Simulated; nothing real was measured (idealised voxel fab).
The following process module bears the name voxel lift off.
The figure presents cross-section cut, which has a width of 280 nm and is divided into square cells with an edge length of 5 nm.
When this document writes out a cross-section, it uses a grid of square cells and lists it as bands, beginning at the top and moving down, with a band standing for one or more rows of cells.
Heads up on the band format: heights come first, top then bottom, in nm. After that it's the materials left to right, each with its width in nm. A single material flagged "edge to edge" fills the whole band edge to edge, and "air" means there's empty space there.
Note: height 0 marks the level under which the wafer is uniformly one material as received. Lowest band unbounded below, written "from 0 down".
The notation "30->40" denotes a width that varies across the rows of cells in the band, beginning at the first number in the top row, finishing at the second number in the bottom row, and changing by an identical amount from each row to the next.
No cell of the cross-section changed in a step that is given as "no change occurred".
Basically, "Fully sealed voids" tells you about the enclosed voids: empty spaces with no open way to the top, 8 cells or bigger, each written width x height at distance, where distance is from the left edge, all in nm.
after a step's settings: what the simulator itself notes on the step
overlay nm: mask offset rightward from planned place, masked step; negative means leftward offset.

Set out below are the planned steps of the process
1,RECEIVE (material Si)
2,CONFORMAL_DEP (material SiO2; thk nm 10)
3,PATTERN (tone open; mask id LINES; material resist; width nm 25; pitch nm 40; thk nm 20; overlay nm 0)
4,DIRECTIONAL_DEP (material Ru; thk nm 5)
5,STRIP (etch materials resist)
6,CONFORMAL_DEP (material SiCN; thk nm 5)

Wafer cross-section on receipt, i.e. after step 1
> from 0 down | Si edge to edge
> Fully sealed voids: none

Here's the wafer cut in cross-section after the module, started and planned just like above, except one thing was done wrong in the run
> from 30 to 25 | air: 100 | SiCN: 35 | air: 5 | SiCN: 35 | air: 105
> from 25 to 15 | air: 100 | SiCN: 5 | Ru: 25 | SiCN: 5 | air: 5 | SiCN: 5 | Ru: 25 | SiCN: 5 | air: 105
> from 15 to 10 | SiCN: 105 | Ru: 25 | SiCN: 15 | Ru: 25 | SiCN: 110
> from 10 to 0 | SiO2 edge to edge
> from 0 down | Si edge to edge
> Fully sealed voids: none
Plan not followed: step 4: run off-plan, actual operation and settings DIRECTIONAL_DEP (material Ru; thk nm 15)
